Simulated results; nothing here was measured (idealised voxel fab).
process module | voxel wiring stack
cross-section cut | 300 nm wide | cells 5 nm
A cross-section is a grid of square cells, given in bands from the top down. A band is one or more rows of cells.
Each band's line starts with the height of the band's top and of its bottom, in nm. Then come its materials from left to right, each with its width in nm. One material with "throughout" fills the band from edge to edge. "air" is empty space.
Height 0 is the level under which the wafer as received is all one material. The lowest band goes on downwards, as in "0 down".
A width such as "30 to 40" changes by the same amount from each row of cells to the next, from the band's top row to its bottom row.
"no change" after a step means that no cell of the cross-section changed.
closed voids: empty space of 8 cells or more with no open way to the top, each as width x height at its distance from the left edge, in nm
after a step's settings: what the simulator itself notes on the step
overlay nm, on a step with a mask: how far to the right of its planned place the mask lay; to the left if negative
Each pair below shows a cross-section before one step and the cross-section after it, down to the lowest band that changed. The line under each pair gives the step between them, with its settings. The pairs can come from different runs of this module on the same starting wafer, so a pair continues from the pair above only where its "before" says so.
before
  190 to 185: Ru throughout
  185 to 180: TiN 85 | Ru 25 | TiN 30 | Ru 25 | TiN 30 | Ru 25 | TiN 80
  180 to 170: SiO2 80 | TiN 5 | Ru 25 | TiN 5 | SiO2 20 | TiN 5 | Ru 25 | TiN 5 | SiO2 20 | TiN 5 | Ru 25 | TiN 5 | SiO2 75
  170 to 165: SiO2 80 | TiN 5 | Ru 20 | TiN 10 | SiO2 20 | TiN 5 | Ru 20 | TiN 10 | SiO2 20 | TiN 5 | Ru 20 | TiN 10 | SiO2 75
  165 to 160: SiCN 80 | TiN 30 | SiCN 25 | TiN 30 | SiCN 25 | TiN 30 | SiCN 80
  160 to 140: SiO2 80 | TiN 5 | W 5 | TiN 5 | SiO2 40 | TiN 5 | W 5 | TiN 5 | SiO2 40 | TiN 5 | W 5 | TiN 5 | SiO2 95
  140 to 135: SiCN 80 | TiN 15 | SiCN 40 | TiN 15 | SiCN 40 | TiN 15 | SiCN 95
  135 to 115: lowk 80 | TiN 5 | Ru 20 | TiN 5 | lowk 25 | TiN 5 | Ru 20 | TiN 5 | lowk 25 | TiN 5 | Ru 20 | TiN 5 | lowk 80
  115 to 110: SiCN 80 | TiN 30 | SiCN 25 | TiN 30 | SiCN 25 | TiN 30 | SiCN 80
  110 to 90: SiO2 80 | TiN 5 | Ru 5 | TiN 5 | SiO2 40 | TiN 5 | Ru 5 | TiN 5 | SiO2 40 | TiN 5 | Ru 5 | TiN 5 | SiO2 95
  90 to 85: SiCN 80 | TiN 15 | SiCN 40 | TiN 15 | SiCN 40 | TiN 15 | SiCN 95
  85 to 70: SiO2 75 | SiCN 5 | Ru 30 | SiCN 5 | SiO2 15 | SiCN 5 | Ru 30 | SiCN 5 | SiO2 15 | SiCN 5 | Ru 30 | SiCN 5 | SiO2 75
  70 to 65: SiCN 80 | TiN 30 | SiCN 25 | TiN 30 | SiCN 25 | TiN 30 | SiCN 80
  65 to 50: lowk 80 | Ru 15 | lowk 40 | Ru 15 | lowk 40 | Ru 15 | lowk 95
  50 to 45: SiCN 80 | Ru 15 | SiCN 40 | Ru 15 | SiCN 40 | Ru 15 | SiCN 95
  45 to 20: lowk 80 | TiN 5 | Cu 20 | TiN 5 | lowk 25 | TiN 5 | Cu 20 | TiN 5 | lowk 25 | TiN 5 | Cu 20 | TiN 5 | lowk 80
  20 to 15: SiN 80 | TiN 30 | SiN 25 | TiN 30 | SiN 25 | TiN 30 | SiN 80
  15 to 0: SiO2 throughout
  0 down: Si throughout
  closed voids: none
after
  180 to 170: SiO2 80 | TiN 5 | Ru 25 | TiN 5 | SiO2 20 | TiN 5 | Ru 25 | TiN 5 | SiO2 20 | TiN 5 | Ru 25 | TiN 5 | SiO2 75
  below 170: unchanged
  closed voids: none
the step between: op CMP | height nm 180
before: the cross-section after the pair above
after
  185 to 180: air 75 | Ru 45 | air 10 | Ru 45 | air 10 | Ru 45 | air 70
  below 180: unchanged
  closed voids: none
the step between: op EPI | material Ru | thk nm 5
before: the cross-section after the pair above
after
  190 to 185: SiCN throughout
  185 to 180: SiCN 75 | Ru 45 | SiCN 10 | Ru 45 | SiCN 10 | Ru 45 | SiCN 70
  below 180: unchanged
  closed voids: none
the step between: op FILL_DEP | material SiCN | thk nm 5
before
  110 to 90: SiO2 throughout
  90 to 85: SiCN throughout
  85 to 70: SiO2 75 | SiCN 5 | Ru 30 | SiCN 5 | SiO2 15 | SiCN 5 | Ru 30 | SiCN 5 | SiO2 15 | SiCN 5 | Ru 30 | SiCN 5 | SiO2 75
  70 to 65: SiCN 80 | TiN 30 | SiCN 25 | TiN 30 | SiCN 25 | TiN 30 | SiCN 80
  65 to 50: lowk 80 | Ru 15 | lowk 40 | Ru 15 | lowk 40 | Ru 15 | lowk 95
  50 to 45: SiCN 80 | Ru 15 | SiCN 40 | Ru 15 | SiCN 40 | Ru 15 | SiCN 95
  45 to 20: lowk 80 | TiN 5 | Cu 20 | TiN 5 | lowk 25 | TiN 5 | Cu 20 | TiN 5 | lowk 25 | TiN 5 | Cu 20 | TiN 5 | lowk 80
  20 to 15: SiN 80 | TiN 30 | SiN 25 | TiN 30 | SiN 25 | TiN 30 | SiN 80
  15 to 0: SiO2 throughout
  0 down: Si throughout
  closed voids: none
after
  125 to 110: resist 90 | air 15 | resist 40 | air 15 | resist 40 | air 15 | resist 85
  below 110: unchanged
  closed voids: none
the step between: op PATTERN | tone open | mask id PLUG_2 | material resist | width nm 15 | pitch nm 55 | thk nm 15 | overlay nm 10
before: the cross-section after the pair above
after
  125 to 110: resist 90 | air 15 | resist 40 | air 15 | resist 40 | air 15 | resist 85
  110 to 90: SiO2 90 | air 15 | SiO2 40 | air 15 | SiO2 40 | air 15 | SiO2 85
  below 90: unchanged
  closed voids: none
the step between: op DIRECTIONAL_ETCH | etch materials SiO2 | depth nm 20
before: the cross-section after the pair above
after
  125 to 110: resist 90 | air 15 | resist 40 | air 15 | resist 40 | air 15 | resist 85
  110 to 90: SiO2 90 | air 15 | SiO2 40 | air 15 | SiO2 40 | air 15 | SiO2 85
  90 to 85: SiCN 90 | air 15 | SiCN 40 | air 15 | SiCN 40 | air 15 | SiCN 85
  below 85: unchanged
  closed voids: none
the step between: op DIRECTIONAL_ETCH | etch materials SiCN | depth nm 5
before: the cross-section after the pair above
after
  110 to 90: SiO2 90 | air 15 | SiO2 40 | air 15 | SiO2 40 | air 15 | SiO2 85
  below 90: unchanged
  closed voids: none
the step between: op STRIP | etch materials resist
before: the cross-section after the pair above
after
  115 to 110: TiN 95 | air 5 | TiN 50 | air 5 | TiN 50 | air 5 | TiN 90
  110 to 90: SiO2 90 | TiN 5 | air 5 | TiN 5 | SiO2 40 | TiN 5 | air 5 | TiN 5 | SiO2 40 | TiN 5 | air 5 | TiN 5 | SiO2 85
  90 to 85: SiCN 90 | TiN 15 | SiCN 40 | TiN 15 | SiCN 40 | TiN 15 | SiCN 85
  below 85: unchanged
  closed voids: none
the step between: op CONFORMAL_DEP | material TiN | thk nm 5
before: the cross-section after the pair above
after
  125 to 115: Ru throughout
  115 to 110: TiN 95 | Ru 5 | TiN 50 | Ru 5 | TiN 50 | Ru 5 | TiN 90
  110 to 90: SiO2 90 | TiN 5 | Ru 5 | TiN 5 | SiO2 40 | TiN 5 | Ru 5 | TiN 5 | SiO2 40 | TiN 5 | Ru 5 | TiN 5 | SiO2 85
  below 90: unchanged
  closed voids: none
the step between: op FILL_DEP | material Ru | thk nm 10
before: the cross-section after the pair above
after
  110 to 90: SiO2 90 | TiN 5 | Ru 5 | TiN 5 | SiO2 40 | TiN 5 | Ru 5 | TiN 5 | SiO2 40 | TiN 5 | Ru 5 | TiN 5 | SiO2 85
  below 90: unchanged
  closed voids: none
the step between: op CMP | height nm 110
before: the cross-section after the pair above
after
  115 to 110: SiCN throughout
  below 110: unchanged
  closed voids: none
the step between: op CONFORMAL_DEP | material SiCN | thk nm 5
before: the cross-section after the pair above
after
  135 to 115: lowk throughout
  below 115: unchanged
  closed voids: none
the step between: op DIRECTIONAL_DEP | material lowk | thk nm 20
before: the cross-section after the pair above
after
  150 to 135: resist 80 | air 30 | resist 25 | air 30 | resist 25 | air 30 | resist 80
  below 135: unchanged
  closed voids: none
the step between: op PATTERN | tone open | mask id METAL_3 | material resist | width nm 30 | pitch nm 55 | thk nm 15 | overlay nm 0
before: the cross-section after the pair above
after
  150 to 135: resist 80 | air 30 | resist 25 | air 30 | resist 25 | air 30 | resist 80
  135 to 115: lowk 80 | air 30 | lowk 25 | air 30 | lowk 25 | air 30 | lowk 80
  below 115: unchanged
  closed voids: none
the step between: op DIRECTIONAL_ETCH | etch materials lowk | depth nm 20
before: the cross-section after the pair above
after
  150 to 135: resist 80 | air 30 | resist 25 | air 30 | resist 25 | air 30 | resist 80
  135 to 115: lowk 80 | air 30 | lowk 25 | air 30 | lowk 25 | air 30 | lowk 80
  115 to 110: SiCN 80 | air 30 | SiCN 25 | air 30 | SiCN 25 | air 30 | SiCN 80
  below 110: unchanged
  closed voids: none
the step between: op DIRECTIONAL_ETCH | etch materials SiCN | depth nm 5
before: the cross-section after the pair above
after
  135 to 115: lowk 80 | air 30 | lowk 25 | air 30 | lowk 25 | air 30 | lowk 80
  below 115: unchanged
  closed voids: none
the step between: op STRIP | etch materials resist
before: the cross-section after the pair above
after
  140 to 135: TiN 85 | air 20 | TiN 35 | air 20 | TiN 35 | air 20 | TiN 85
  135 to 115: lowk 80 | TiN 5 | air 20 | TiN 5 | lowk 25 | TiN 5 | air 20 | TiN 5 | lowk 25 | TiN 5 | air 20 | TiN 5 | lowk 80
  115 to 110: SiCN 80 | TiN 30 | SiCN 25 | TiN 30 | SiCN 25 | TiN 30 | SiCN 80
  below 110: unchanged
  closed voids: none
the step between: op CONFORMAL_DEP | material TiN | thk nm 5
before: the cross-section after the pair above
after
  145 to 140: Ru throughout
  140 to 135: TiN 85 | Ru 20 | TiN 35 | Ru 20 | TiN 35 | Ru 20 | TiN 85
  135 to 115: lowk 80 | TiN 5 | Ru 20 | TiN 5 | lowk 25 | TiN 5 | Ru 20 | TiN 5 | lowk 25 | TiN 5 | Ru 20 | TiN 5 | lowk 80
  below 115: unchanged
  closed voids: none
the step between: op FILL_DEP | material Ru | thk nm 5
before: the cross-section after the pair above
after
  135 to 115: lowk 80 | TiN 5 | Ru 20 | TiN 5 | lowk 25 | TiN 5 | Ru 20 | TiN 5 | lowk 25 | TiN 5 | Ru 20 | TiN 5 | lowk 80
  below 115: unchanged
  closed voids: none
the step between: op CMP | height nm 135
before: the cross-section after the pair above
after
  140 to 135: SiCN throughout
  below 135: unchanged
  closed voids: none
the step between: op CONFORMAL_DEP | material SiCN | thk nm 5
before: the cross-section after the pair above
after
  160 to 140: SiO2 throughout
  below 140: unchanged
  closed voids: none
the step between: op DIRECTIONAL_DEP | material SiO2 | thk nm 20
before: the cross-section after the pair above
after
  170 to 160: aC throughout
  below 160: unchanged
  closed voids: none
the step between: op DIRECTIONAL_DEP | material aC | thk nm 10
before: the cross-section after the pair above
after
  195 to 170: resist 80 | air 15 | resist 40 | air 15 | resist 40 | air 15 | resist 95
  below 170: unchanged
  closed voids: none
the step between: op PATTERN | tone open | mask id PLUG_3 | material resist | width nm 15 | pitch nm 55 | thk nm 25 | overlay nm 0
before: the cross-section after the pair above
after
  185 to 170: resist 80 | air 15 | resist 40 | air 15 | resist 40 | air 15 | resist 95
  170 to 160: aC 80 | air 15 | aC 40 | air 15 | aC 40 | air 15 | aC 95
  below 160: unchanged
  closed voids: none
the step between: op DIRECTIONAL_ETCH | etch materials aC | depth nm 10
before: the cross-section after the pair above
after
  170 to 160: aC 80 | air 15 | aC 40 | air 15 | aC 40 | air 15 | aC 95
  below 160: unchanged
  closed voids: none
the step between: op STRIP | etch materials resist
before: the cross-section after the pair above
after
  170 to 160: aC 80 | air 15 | aC 40 | air 15 | aC 40 | air 15 | aC 95
  160 to 140: SiO2 80 | air 15 | SiO2 40 | air 15 | SiO2 40 | air 15 | SiO2 95
  below 140: unchanged
  closed voids: none
the step between: op DIRECTIONAL_ETCH | etch materials SiO2 | depth nm 20
before: the cross-section after the pair above
after
  170 to 160: aC 80 | air 15 | aC 40 | air 15 | aC 40 | air 15 | aC 95
  160 to 140: SiO2 80 | air 15 | SiO2 40 | air 15 | SiO2 40 | air 15 | SiO2 95
  140 to 135: SiCN 80 | air 15 | SiCN 40 | air 15 | SiCN 40 | air 15 | SiCN 95
  below 135: unchanged
  closed voids: none
the step between: op DIRECTIONAL_ETCH | etch materials SiCN | depth nm 5
before: the cross-section after the pair above
after
  160 to 140: SiO2 80 | air 15 | SiO2 40 | air 15 | SiO2 40 | air 15 | SiO2 95
  below 140: unchanged
  closed voids: none
the step between: op STRIP | etch materials aC
before: the cross-section after the pair above
after
  165 to 160: TiN 85 | air 5 | TiN 50 | air 5 | TiN 50 | air 5 | TiN 100
  160 to 140: SiO2 80 | TiN 5 | air 5 | TiN 5 | SiO2 40 | TiN 5 | air 5 | TiN 5 | SiO2 40 | TiN 5 | air 5 | TiN 5 | SiO2 95
  140 to 135: SiCN 80 | TiN 15 | SiCN 40 | TiN 15 | SiCN 40 | TiN 15 | SiCN 95
  below 135: unchanged
  closed voids: none
the step between: op CONFORMAL_DEP | material TiN | thk nm 5
before: the cross-section after the pair above
after
  170 to 165: W throughout
  165 to 160: TiN 85 | W 5 | TiN 50 | W 5 | TiN 50 | W 5 | TiN 100
  160 to 140: SiO2 80 | TiN 5 | W 5 | TiN 5 | SiO2 40 | TiN 5 | W 5 | TiN 5 | SiO2 40 | TiN 5 | W 5 | TiN 5 | SiO2 95
  below 140: unchanged
  closed voids: none
the step between: op FILL_DEP | material W | thk nm 5
before: the cross-section after the pair above
after
  160 to 140: SiO2 80 | TiN 5 | W 5 | TiN 5 | SiO2 40 | TiN 5 | W 5 | TiN 5 | SiO2 40 | TiN 5 | W 5 | TiN 5 | SiO2 95
  below 140: unchanged
  closed voids: none
the step between: op CMP | height nm 160
before: the cross-section after the pair above
after
  165 to 160: SiCN throughout
  below 160: unchanged
  closed voids: none
the step between: op CONFORMAL_DEP | material SiCN | thk nm 5
before: the cross-section after the pair above
after
  180 to 165: SiO2 throughout
  below 165: unchanged
  closed voids: none
the step between: op DIRECTIONAL_DEP | material SiO2 | thk nm 15
before: the cross-section after the pair above
after
  180 to 165: SiO2 80 | air 30 | SiO2 25 | air 30 | SiO2 25 | air 30 | SiO2 80
  below 165: unchanged
  closed voids: none
the step between: op MASKED_ETCH | tone open | mask id METAL_4 | width nm 30 | pitch nm 55 | etch materials SiO2 | depth nm 15 | overlay nm 0
before: the cross-section after the pair above
after
  180 to 165: SiO2 80 | air 30 | SiO2 25 | air 30 | SiO2 25 | air 30 | SiO2 80
  165 to 160: SiCN 80 | air 30 | SiCN 25 | air 30 | SiCN 25 | air 30 | SiCN 80
  below 160: unchanged
  closed voids: none
the step between: op MASKED_ETCH | tone open | mask id METAL_4 | width nm 30 | pitch nm 55 | etch materials SiCN | depth nm 5 | overlay nm 0
before: the cross-section after the pair above
after
  185 to 180: TiN 85 | air 20 | TiN 35 | air 20 | TiN 35 | air 20 | TiN 85
  180 to 165: SiO2 80 | TiN 5 | air 20 | TiN 5 | SiO2 25 | TiN 5 | air 20 | TiN 5 | SiO2 25 | TiN 5 | air 20 | TiN 5 | SiO2 80
  165 to 160: SiCN 80 | TiN 30 | SiCN 25 | TiN 30 | SiCN 25 | TiN 30 | SiCN 80
  below 160: unchanged
  closed voids: none
the step between: op CONFORMAL_DEP | material TiN | thk nm 5
before: the cross-section after the pair above
after
  190 to 185: Ru throughout
  185 to 180: TiN 85 | Ru 20 | TiN 35 | Ru 20 | TiN 35 | Ru 20 | TiN 85
  180 to 165: SiO2 80 | TiN 5 | Ru 20 | TiN 5 | SiO2 25 | TiN 5 | Ru 20 | TiN 5 | SiO2 25 | TiN 5 | Ru 20 | TiN 5 | SiO2 80
  below 165: unchanged
  closed voids: none
the step between: op FILL_DEP | material Ru | thk nm 5
before: the cross-section after the pair above
after
  180 to 165: SiO2 80 | TiN 5 | Ru 20 | TiN 5 | SiO2 25 | TiN 5 | Ru 20 | TiN 5 | SiO2 25 | TiN 5 | Ru 20 | TiN 5 | SiO2 80
  below 165: unchanged
  closed voids: none
the step between: op CMP | height nm 180
before: the cross-section after the pair above
after
  185 to 180: air 75 | Ru 40 | air 15 | Ru 40 | air 15 | Ru 40 | air 75
  below 180: unchanged
  closed voids: none
the step between: op EPI | material Ru | thk nm 5
before: the cross-section after the pair above
after
  190 to 185: SiCN throughout
  185 to 180: SiCN 75 | Ru 40 | SiCN 15 | Ru 40 | SiCN 15 | Ru 40 | SiCN 75
  below 180: unchanged
  closed voids: none
the step between: op FILL_DEP | material SiCN | thk nm 5
before
  115 to 110: SiCN throughout
  110 to 90: SiO2 80 | TiN 5 | Ru 5 | TiN 5 | SiO2 40 | TiN 5 | Ru 5 | TiN 5 | SiO2 40 | TiN 5 | Ru 5 | TiN 5 | SiO2 95
  90 to 85: SiCN 80 | TiN 15 | SiCN 40 | TiN 15 | SiCN 40 | TiN 15 | SiCN 95
  85 to 70: SiO2 75 | SiCN 5 | Ru 30 | SiCN 5 | SiO2 15 | SiCN 5 | Ru 30 | SiCN 5 | SiO2 15 | SiCN 5 | Ru 30 | SiCN 5 | SiO2 75
  70 to 65: SiCN 80 | TiN 30 | SiCN 25 | TiN 30 | SiCN 25 | TiN 30 | SiCN 80
  65 to 50: lowk 80 | Ru 15 | lowk 40 | Ru 15 | lowk 40 | Ru 15 | lowk 95
  50 to 45: SiCN 80 | Ru 15 | SiCN 40 | Ru 15 | SiCN 40 | Ru 15 | SiCN 95
  45 to 20: lowk 80 | TiN 5 | Cu 20 | TiN 5 | lowk 25 | TiN 5 | Cu 20 | TiN 5 | lowk 25 | TiN 5 | Cu 20 | TiN 5 | lowk 80
  20 to 15: SiN 80 | TiN 30 | SiN 25 | TiN 30 | SiN 25 | TiN 30 | SiN 80
  15 to 0: SiO2 throughout
  0 down: Si throughout
  closed voids: none
after
  135 to 115: TiN throughout
  below 115: unchanged
  closed voids: none
the step between: op DIRECTIONAL_DEP | material TiN | thk nm 20
before: the cross-section after the pair above
after
  150 to 135: resist 80 | air 30 | resist 25 | air 30 | resist 25 | air 30 | resist 80
  below 135: unchanged
  closed voids: none
the step between: op PATTERN | tone open | mask id METAL_3 | material resist | width nm 30 | pitch nm 55 | thk nm 15 | overlay nm 0
before: the cross-section after the pair above
after
  135 to 115: TiN throughout
  below 115: unchanged
  closed voids: none
the step between: op STRIP | etch materials resist
before: the cross-section after the pair above
after
  140 to 115: TiN throughout
  below 115: unchanged
  closed voids: none
the step between: op CONFORMAL_DEP | material TiN | thk nm 5
before: the cross-section after the pair above
after
  145 to 140: Ru throughout
  below 140: unchanged
  closed voids: none
the step between: op FILL_DEP | material Ru | thk nm 5
before: the cross-section after the pair above
after
  135 to 115: TiN throughout
  below 115: unchanged
  closed voids: none
the step between: op CMP | height nm 135
before: the cross-section after the pair above
after
  140 to 135: SiCN throughout
  below 135: unchanged
  closed voids: none
the step between: op CONFORMAL_DEP | material SiCN | thk nm 5
before: the cross-section after the pair above
after
  160 to 140: SiO2 throughout
  below 140: unchanged
  closed voids: none
the step between: op DIRECTIONAL_DEP | material SiO2 | thk nm 20
before: the cross-section after the pair above
after
  170 to 160: aC throughout
  below 160: unchanged
  closed voids: none
the step between: op DIRECTIONAL_DEP | material aC | thk nm 10
before: the cross-section after the pair above
after
  195 to 170: resist 80 | air 15 | resist 40 | air 15 | resist 40 | air 15 | resist 95
  below 170: unchanged
  closed voids: none
the step between: op PATTERN | tone open | mask id PLUG_3 | material resist | width nm 15 | pitch nm 55 | thk nm 25 | overlay nm 0
before: the cross-section after the pair above
after
  185 to 170: resist 80 | air 15 | resist 40 | air 15 | resist 40 | air 15 | resist 95
  170 to 160: aC 80 | air 15 | aC 40 | air 15 | aC 40 | air 15 | aC 95
  below 160: unchanged
  closed voids: none
the step between: op DIRECTIONAL_ETCH | etch materials aC | depth nm 10
before: the cross-section after the pair above
after
  170 to 160: aC 80 | air 15 | aC 40 | air 15 | aC 40 | air 15 | aC 95
  below 160: unchanged
  closed voids: none
the step between: op STRIP | etch materials resist
before: the cross-section after the pair above
after
  170 to 160: aC 80 | air 15 | aC 40 | air 15 | aC 40 | air 15 | aC 95
  160 to 140: SiO2 80 | air 15 | SiO2 40 | air 15 | SiO2 40 | air 15 | SiO2 95
  below 140: unchanged
  closed voids: none
the step between: op DIRECTIONAL_ETCH | etch materials SiO2 | depth nm 20
before: the cross-section after the pair above
after
  170 to 160: aC 80 | air 15 | aC 40 | air 15 | aC 40 | air 15 | aC 95
  160 to 140: SiO2 80 | air 15 | SiO2 40 | air 15 | SiO2 40 | air 15 | SiO2 95
  140 to 135: SiCN 80 | air 15 | SiCN 40 | air 15 | SiCN 40 | air 15 | SiCN 95
  below 135: unchanged
  closed voids: none
the step between: op DIRECTIONAL_ETCH | etch materials SiCN | depth nm 5
before: the cross-section after the pair above
after
  160 to 140: SiO2 80 | air 15 | SiO2 40 | air 15 | SiO2 40 | air 15 | SiO2 95
  below 140: unchanged
  closed voids: none
the step between: op STRIP | etch materials aC
before: the cross-section after the pair above
after
  165 to 160: TiN 85 | air 5 | TiN 50 | air 5 | TiN 50 | air 5 | TiN 100
  160 to 140: SiO2 80 | TiN 5 | air 5 | TiN 5 | SiO2 40 | TiN 5 | air 5 | TiN 5 | SiO2 40 | TiN 5 | air 5 | TiN 5 | SiO2 95
  140 to 135: SiCN 80 | TiN 15 | SiCN 40 | TiN 15 | SiCN 40 | TiN 15 | SiCN 95
  below 135: unchanged
  closed voids: none
the step between: op CONFORMAL_DEP | material TiN | thk nm 5
before: the cross-section after the pair above
after
  170 to 165: W throughout
  165 to 160: TiN 85 | W 5 | TiN 50 | W 5 | TiN 50 | W 5 | TiN 100
  160 to 140: SiO2 80 | TiN 5 | W 5 | TiN 5 | SiO2 40 | TiN 5 | W 5 | TiN 5 | SiO2 40 | TiN 5 | W 5 | TiN 5 | SiO2 95
  below 140: unchanged
  closed voids: none
the step between: op FILL_DEP | material W | thk nm 5
before: the cross-section after the pair above
after
  160 to 140: SiO2 80 | TiN 5 | W 5 | TiN 5 | SiO2 40 | TiN 5 | W 5 | TiN 5 | SiO2 40 | TiN 5 | W 5 | TiN 5 | SiO2 95
  below 140: unchanged
  closed voids: none
the step between: op CMP | height nm 160
before: the cross-section after the pair above
after
  165 to 160: SiCN throughout
  below 160: unchanged
  closed voids: none
the step between: op CONFORMAL_DEP | material SiCN | thk nm 5
before: the cross-section after the pair above
after
  180 to 165: SiO2 throughout
  below 165: unchanged
  closed voids: none
the step between: op DIRECTIONAL_DEP | material SiO2 | thk nm 15
before: the cross-section after the pair above
after
  180 to 165: SiO2 80 | air 30 | SiO2 25 | air 30 | SiO2 25 | air 30 | SiO2 80
  below 165: unchanged
  closed voids: none
the step between: op MASKED_ETCH | tone open | mask id METAL_4 | width nm 30 | pitch nm 55 | etch materials SiO2 | depth nm 15 | overlay nm 0
before: the cross-section after the pair above
after
  180 to 165: SiO2 80 | air 30 | SiO2 25 | air 30 | SiO2 25 | air 30 | SiO2 80
  165 to 160: SiCN 80 | air 30 | SiCN 25 | air 30 | SiCN 25 | air 30 | SiCN 80
  below 160: unchanged
  closed voids: none
the step between: op MASKED_ETCH | tone open | mask id METAL_4 | width nm 30 | pitch nm 55 | etch materials SiCN | depth nm 5 | overlay nm 0
before: the cross-section after the pair above
after
  185 to 180: TiN 85 | air 20 | TiN 35 | air 20 | TiN 35 | air 20 | TiN 85
  180 to 165: SiO2 80 | TiN 5 | air 20 | TiN 5 | SiO2 25 | TiN 5 | air 20 | TiN 5 | SiO2 25 | TiN 5 | air 20 | TiN 5 | SiO2 80
  165 to 160: SiCN 80 | TiN 30 | SiCN 25 | TiN 30 | SiCN 25 | TiN 30 | SiCN 80
  below 160: unchanged
  closed voids: none
the step between: op CONFORMAL_DEP | material TiN | thk nm 5
before: the cross-section after the pair above
after
  190 to 185: Ru throughout
  185 to 180: TiN 85 | Ru 20 | TiN 35 | Ru 20 | TiN 35 | Ru 20 | TiN 85
  180 to 165: SiO2 80 | TiN 5 | Ru 20 | TiN 5 | SiO2 25 | TiN 5 | Ru 20 | TiN 5 | SiO2 25 | TiN 5 | Ru 20 | TiN 5 | SiO2 80
  below 165: unchanged
  closed voids: none
the step between: op FILL_DEP | material Ru | thk nm 5
before: the cross-section after the pair above
after
  180 to 165: SiO2 80 | TiN 5 | Ru 20 | TiN 5 | SiO2 25 | TiN 5 | Ru 20 | TiN 5 | SiO2 25 | TiN 5 | Ru 20 | TiN 5 | SiO2 80
  below 165: unchanged
  closed voids: none
the step between: op CMP | height nm 180
before: the cross-section after the pair above
after
  185 to 180: air 75 | Ru 40 | air 15 | Ru 40 | air 15 | Ru 40 | air 75
  below 180: unchanged
  closed voids: none
the step between: op EPI | material Ru | thk nm 5
before: the cross-section after the pair above
after
  190 to 185: SiCN throughout
  185 to 180: SiCN 75 | Ru 40 | SiCN 15 | Ru 40 | SiCN 15 | Ru 40 | SiCN 75
  below 180: unchanged
  closed voids: none
the step between: op FILL_DEP | material SiCN | thk nm 5
before
  135 to 115: lowk throughout
  115 to 110: SiCN throughout
  110 to 90: SiO2 80 | TiN 5 | Ru 5 | TiN 5 | SiO2 40 | TiN 5 | Ru 5 | TiN 5 | SiO2 40 | TiN 5 | Ru 5 | TiN 5 | SiO2 95
  90 to 85: SiCN 80 | TiN 15 | SiCN 40 | TiN 15 | SiCN 40 | TiN 15 | SiCN 95
  85 to 70: SiO2 75 | SiCN 5 | Ru 30 | SiCN 5 | SiO2 15 | SiCN 5 | Ru 30 | SiCN 5 | SiO2 15 | SiCN 5 | Ru 30 | SiCN 5 | SiO2 75
  70 to 65: SiCN 80 | TiN 30 | SiCN 25 | TiN 30 | SiCN 25 | TiN 30 | SiCN 80
  65 to 50: lowk 80 | Ru 15 | lowk 40 | Ru 15 | lowk 40 | Ru 15 | lowk 95
  50 to 45: SiCN 80 | Ru 15 | SiCN 40 | Ru 15 | SiCN 40 | Ru 15 | SiCN 95
  45 to 20: lowk 80 | TiN 5 | Cu 20 | TiN 5 | lowk 25 | TiN 5 | Cu 20 | TiN 5 | lowk 25 | TiN 5 | Cu 20 | TiN 5 | lowk 80
  20 to 15: SiN 80 | TiN 30 | SiN 25 | TiN 30 | SiN 25 | TiN 30 | SiN 80
  15 to 0: SiO2 throughout
  0 down: Si throughout
  closed voids: none
after
  150 to 135: air 80 | resist 30 | air 25 | resist 30 | air 25 | resist 30 | air 80
  below 135: unchanged
  closed voids: none
the step between: op PATTERN | tone cover | mask id METAL_3 | material resist | width nm 30 | pitch nm 55 | thk nm 15 | overlay nm 0
before: the cross-section after the pair above
after
  150 to 135: air 80 | resist 30 | air 25 | resist 30 | air 25 | resist 30 | air 80
  135 to 115: air 80 | lowk 30 | air 25 | lowk 30 | air 25 | lowk 30 | air 80
  below 115: unchanged
  closed voids: none
the step between: op DIRECTIONAL_ETCH | etch materials lowk | depth nm 20
before: the cross-section after the pair above
after
  150 to 135: air 80 | resist 30 | air 25 | resist 30 | air 25 | resist 30 | air 80
  135 to 115: air 80 | lowk 30 | air 25 | lowk 30 | air 25 | lowk 30 | air 80
  115 to 110: air 80 | SiCN 30 | air 25 | SiCN 30 | air 25 | SiCN 30 | air 80
  below 110: unchanged
  closed voids: none
the step between: op DIRECTIONAL_ETCH | etch materials SiCN | depth nm 5
before: the cross-section after the pair above
after
  135 to 115: air 80 | lowk 30 | air 25 | lowk 30 | air 25 | lowk 30 | air 80
  below 115: unchanged
  closed voids: none
the step between: op STRIP | etch materials resist
before: the cross-section after the pair above
after
  140 to 135: air 75 | TiN 40 | air 15 | TiN 40 | air 15 | TiN 40 | air 75
  135 to 115: air 75 | TiN 5 | lowk 30 | TiN 5 | air 15 | TiN 5 | lowk 30 | TiN 5 | air 15 | TiN 5 | lowk 30 | TiN 5 | air 75
  115 to 110: TiN 80 | SiCN 30 | TiN 25 | SiCN 30 | TiN 25 | SiCN 30 | TiN 80
  below 110: unchanged
  closed voids: none
the step between: op CONFORMAL_DEP | material TiN | thk nm 5
before: the cross-section after the pair above
after
  145 to 140: Ru throughout
  140 to 135: Ru 75 | TiN 40 | Ru 15 | TiN 40 | Ru 15 | TiN 40 | Ru 75
  135 to 115: Ru 75 | TiN 5 | lowk 30 | TiN 5 | Ru 15 | TiN 5 | lowk 30 | TiN 5 | Ru 15 | TiN 5 | lowk 30 | TiN 5 | Ru 75
  below 115: unchanged
  closed voids: none
the step between: op FILL_DEP | material Ru | thk nm 5
before: the cross-section after the pair above
after
  135 to 115: Ru 75 | TiN 5 | lowk 30 | TiN 5 | Ru 15 | TiN 5 | lowk 30 | TiN 5 | Ru 15 | TiN 5 | lowk 30 | TiN 5 | Ru 75
  below 115: unchanged
  closed voids: none
the step between: op CMP | height nm 135
before: the cross-section after the pair above
after
  140 to 135: SiCN throughout
  below 135: unchanged
  closed voids: none
the step between: op CONFORMAL_DEP | material SiCN | thk nm 5
before: the cross-section after the pair above
after
  160 to 140: SiO2 throughout
  below 140: unchanged
  closed voids: none
the step between: op DIRECTIONAL_DEP | material SiO2 | thk nm 20
before: the cross-section after the pair above
after
  170 to 160: aC throughout
  below 160: unchanged
  closed voids: none
the step between: op DIRECTIONAL_DEP | material aC | thk nm 10
before: the cross-section after the pair above
after
  195 to 170: resist 80 | air 15 | resist 40 | air 15 | resist 40 | air 15 | resist 95
  below 170: unchanged
  closed voids: none
the step between: op PATTERN | tone open | mask id PLUG_3 | material resist | width nm 15 | pitch nm 55 | thk nm 25 | overlay nm 0
before: the cross-section after the pair above
after
  185 to 170: resist 80 | air 15 | resist 40 | air 15 | resist 40 | air 15 | resist 95
  170 to 160: aC 80 | air 15 | aC 40 | air 15 | aC 40 | air 15 | aC 95
  below 160: unchanged
  closed voids: none
the step between: op DIRECTIONAL_ETCH | etch materials aC | depth nm 10
before: the cross-section after the pair above
after
  170 to 160: aC 80 | air 15 | aC 40 | air 15 | aC 40 | air 15 | aC 95
  below 160: unchanged
  closed voids: none
the step between: op STRIP | etch materials resist
